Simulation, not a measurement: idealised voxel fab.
Name of the process module below: voxel ribs on slabs
Each square cell in cross-section cut measures 5 nm, and the section as a whole is 270 nm wide.
Cross-section layout: square cells on a grid; listed as bands, top to bottom; a band spans one or more cell rows. Each band's line starts with the height of the band's top and of its bottom, in nm. Then come its materials from left to right, each with its width in nm. One material with "all across" fills the band from edge to edge. "blank" is empty space. We count height from 0. Below that, the starting wafer is all one material. The lowest band never ends at the bottom but goes on down; see "0 nm and below" for how that is written. The notation "30..40" denotes a width that varies across the rows of cells in the band, beginning at the first number in the top row, finishing at the second number in the bottom row, and changing by an identical amount from each row to the next. Basically "identical to before" means that step didn't change any cell in the cross-section. "Trapped cavities" means: voids of 8 cells or more that are shut off from the top with no open way through. Written width x height at distance, distance from the left edge, in nm. The remark found on a step's line after its settings is issued by the simulator itself and pertains to that step. overlay nm: for a step with a mask, the amount by which the mask lay right of where it was planned; a negative amount means left of it.

The planned process steps are enumerated hereunder:
1. RECEIVE [material Si]
2. DIRECTIONAL_DEP [material SiO2] [thk nm 20]
3. DIRECTIONAL_DEP [material SiN] [thk nm 25]
4. MASKED_ETCH [tone cover] [mask id RIB] [width nm 15] [etch materials SiN] [depth nm 5] [overlay nm 0]
5. MASKED_ETCH [tone cover] [mask id SLAB] [width nm 85] [etch materials SiN] [depth nm 20] [overlay nm 0]
6. FILL_DEP [material SiO2] [thk nm 25]
7. CMP [height nm 60]
8. DIRECTIONAL_DEP [material W] [thk nm 10]
9. DIRECTIONAL_DEP [material aC] [thk nm 10]
10. PATTERN [tone cover] [mask id HEATER] [material resist] [width nm 35] [thk nm 25] [overlay nm 0]
11. DIRECTIONAL_ETCH [etch materials aC] [depth nm 10]
12. STRIP [etch materials resist]
13. DIRECTIONAL_ETCH [etch materials W] [depth nm 10]
14. STRIP [etch materials aC]
15. CONFORMAL_DEP [material SiN] [thk nm 5]
The plan's step 4 width nm is the first wafer's value; the wafers differ in this setting and start identical.

Received wafers, first of several: cross-section after step 1:
* 0 nm and below | Si all across
* Trapped cavities: none

Each row below is a wafer at the end of the module, listing for every material the number of cells it has gained (+) or lost (-) since it was received, followed by its closed voids:
width nm 15 | +129 SiN | +577 SiO2 | +14 W | Trapped cavities: none
width nm 20 | +130 SiN | +576 SiO2 | +14 W | Trapped cavities: none
width nm 25 | +131 SiN | +575 SiO2 | +14 W | Trapped cavities: none
width nm 30 | +132 SiN | +574 SiO2 | +14 W | Trapped cavities: none
width nm 35 | +133 SiN | +573 SiO2 | +14 W | Trapped cavities: none
width nm 40 | +134 SiN | +572 SiO2 | +14 W | Trapped cavities: none
